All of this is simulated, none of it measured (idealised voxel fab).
voxel fin reveal: a process module
The cross-section on display is named cut; it measures 170 nm wide, and its cells are 5 nm squares.
A cross-section is written here as square cells arranged in a grid, and it is given in bands from the top down, each band taking up one or more rows of cells. Basically the band line says how high the top is and how high the bottom is, in nm, and then what's in it from left to right, every material with its width in nm. Empty space shows up as "blank", and if a single material carries "edge to edge" it runs the full band edge to edge. Beneath 0, the wafer as received is one material, and that level is where height counting begins. The lowest band goes on downward without a bottom; it is written like "0 nm and below". Per-row width for "30..40": begins at first number (top row of band), ends at second number (bottom row), increment between rows held constant. "nothing was modified" after a step means that no cell of the cross-section changed. The label "Closed void catalog" introduces a list of the empty spaces, 8 cells or larger, that have no open way up to the top; each entry in it reads width x height at distance, where the distance is taken from the left edge and all three are stated in nm. Formally, on a step line, whatever follows the settings is a remark that the simulator itself makes on the step. overlay nm: mask offset rightward from planned place, masked step; negative means leftward offset.

The planned process steps are enumerated hereunder:
| 1 | RECEIVE,material Si |
| 2 | CONFORMAL_DEP,material SiN,thk nm 5 |
| 3 | MASKED_ETCH,tone cover,mask id FINS,width nm 15,pitch nm 35,etch materials SiN,depth nm 5,overlay nm 0 |
| 4 | MASKED_ETCH,tone cover,mask id FINS,width nm 15,pitch nm 35,etch materials Si,depth nm 30,overlay nm 0 |
| 5 | OXIDIZE,depth nm 5 |
| 6 | FILL_DEP,material SiO2,thk nm 5 |
| 7 | CMP,height nm 5 |
| 8 | SELECTIVE_ETCH,etch materials SiO2,depth nm 20 |
| 9 | STRIP,etch materials SiN |
| 10 | CONFORMAL_DEP,material SiO2,thk nm 5 |

First of two wafers - as planned:

Cross-section of the wafer as it came to us, i.e., already through step 1:
	0 nm and below | Si edge to edge
	Closed void catalog: none

Presented here is a cross-section of the wafer after step 2 has been performed:
	5 nm to 0 nm | SiN edge to edge
	For the remainder of the cross-section, below 0, there is no change.

Presented here is a cross-section of the wafer after step 3 has been performed:
	5 nm to 0 nm | blank 25, then SiN 15, then blank 20, then SiN 15, then blank 20, then SiN 15, then blank 20, then SiN 15, then blank 25
	For the remainder of the cross-section, below 0, there is no change.

Presented here is a cross-section of the wafer after step 4 has been performed:
	5 nm to 0 nm | blank 25, then SiN 15, then blank 20, then SiN 15, then blank 20, then SiN 15, then blank 20, then SiN 15, then blank 25
	0 nm to -30 nm | blank 25, then Si 15, then blank 20, then Si 15, then blank 20, then Si 15, then blank 20, then Si 15, then blank 25
	For the remainder of the cross-section, below -30, there is no change.

Presented here is a cross-section of the wafer after step 5 has been performed:
	5 nm to 0 nm | blank 25, then SiN 15, then blank 20, then SiN 15, then blank 20, then SiN 15, then blank 20, then SiN 15, then blank 25
	0 nm to -30 nm | blank 25, then SiO2 5, then Si 5, then SiO2 5, then blank 20, then SiO2 5, then Si 5, then SiO2 5, then blank 20, then SiO2 5, then Si 5, then SiO2 5, then blank 20, then SiO2 5, then Si 5, then SiO2 5, then blank 25
	-30 nm to -35 nm | SiO2 30, then Si 5, then SiO2 30, then Si 5, then SiO2 30, then Si 5, then SiO2 30, then Si 5, then SiO2 30
	For the remainder of the cross-section, below -35, there is no change.

Presented here is a cross-section of the wafer after step 6 has been performed:
	10 nm to 5 nm | SiO2 edge to edge
	5 nm to 0 nm | SiO2 25, then SiN 15, then SiO2 20, then SiN 15, then SiO2 20, then SiN 15, then SiO2 20, then SiN 15, then SiO2 25
	0 nm to -35 nm | SiO2 30, then Si 5, then SiO2 30, then Si 5, then SiO2 30, then Si 5, then SiO2 30, then Si 5, then SiO2 30
	For the remainder of the cross-section, below -35, there is no change.

Presented here is a cross-section of the wafer after step 7 has been performed:
	5 nm to 0 nm | SiO2 25, then SiN 15, then SiO2 20, then SiN 15, then SiO2 20, then SiN 15, then SiO2 20, then SiN 15, then SiO2 25
	For the remainder of the cross-section, below 0, there is no change.

Presented here is a cross-section of the wafer after step 8 has been performed:
	5 nm to 0 nm | blank 25, then SiN 15, then blank 20, then SiN 15, then blank 20, then SiN 15, then blank 20, then SiN 15, then blank 25
	0 nm to -15 nm | blank 30, then Si 5, then blank 30, then Si 5, then blank 30, then Si 5, then blank 30, then Si 5, then blank 30
	For the remainder of the cross-section, below -15, there is no change.

Presented here is a cross-section of the wafer after step 9 has been performed:
	0 nm to -15 nm | blank 30, then Si 5, then blank 30, then Si 5, then blank 30, then Si 5, then blank 30, then Si 5, then blank 30
	For the remainder of the cross-section, below -15, there is no change.

Presented here is a cross-section of the wafer after step 10 has been performed:
	5 nm to 0 nm | blank 25, then SiO2 15, then blank 20, then SiO2 15, then blank 20, then SiO2 15, then blank 20, then SiO2 15, then blank 25
	0 nm to -10 nm | blank 25, then SiO2 5, then Si 5, then SiO2 5, then blank 20, then SiO2 5, then Si 5, then SiO2 5, then blank 20, then SiO2 5, then Si 5, then SiO2 5, then blank 20, then SiO2 5, then Si 5, then SiO2 5, then blank 25
	-10 nm to -35 nm | SiO2 30, then Si 5, then SiO2 30, then Si 5, then SiO2 30, then Si 5, then SiO2 30, then Si 5, then SiO2 30
	For the remainder of the cross-section, below -35, there is no change.

Companion wafer, the second of two: same beginning, same intended sequence, one mistake in carrying it out; through step 7 inclusive it tracks the first exactly:

Cross-section of the second wafer at the time by which step 8 should have been completed according to the plan:
	5 nm to 0 nm | SiO2 25, then blank 15, then SiO2 20, then blank 15, then SiO2 20, then blank 15, then SiO2 20, then blank 15, then SiO2 25
	For the remainder of the cross-section, below 0, there is no change.

Cross-section of the second wafer at the time by which step 9 should have been completed according to the plan:
	0 nm to -15 nm | blank 30, then Si 5, then blank 30, then Si 5, then blank 30, then Si 5, then blank 30, then Si 5, then blank 30
	-15 nm to -20 nm | SiO2 5, then blank 25, then Si 5, then blank 30, then Si 5, then blank 30, then Si 5, then blank 30, then Si 5, then blank 25, then SiO2 5
	For the remainder of the cross-section, below -20, there is no change.

Cross-section of the second wafer at the time by which step 10 should have been completed according to the plan:
	5 nm to 0 nm | blank 25, then SiO2 15, then blank 20, then SiO2 15, then blank 20, then SiO2 15, then blank 20, then SiO2 15, then blank 25
	0 nm to -10 nm | blank 25, then SiO2 5, then Si 5, then SiO2 5, then blank 20, then SiO2 5, then Si 5, then SiO2 5, then blank 20, then SiO2 5, then Si 5, then SiO2 5, then blank 20, then SiO2 5, then Si 5, then SiO2 5, then blank 25
	-10 nm to -15 nm | SiO2 10, then blank 15, then SiO2 5, then Si 5, then SiO2 5, then blank 20, then SiO2 5, then Si 5, then SiO2 5, then blank 20, then SiO2 5, then Si 5, then SiO2 5, then blank 20, then SiO2 5, then Si 5, then SiO2 5, then blank 15, then SiO2 10
	-15 nm to -35 nm | SiO2 30, then Si 5, then SiO2 30, then Si 5, then SiO2 30, then Si 5, then SiO2 30, then Si 5, then SiO2 30
	For the remainder of the cross-section, below -35, there is no change.
Nonconformance to the process plan: it was found that steps 8 and 9 of the process plan had been performed in exchanged positions
Counted in cells at the end, the second wafer holds more or fewer of these materials than the first: SiO2: 18 fewer
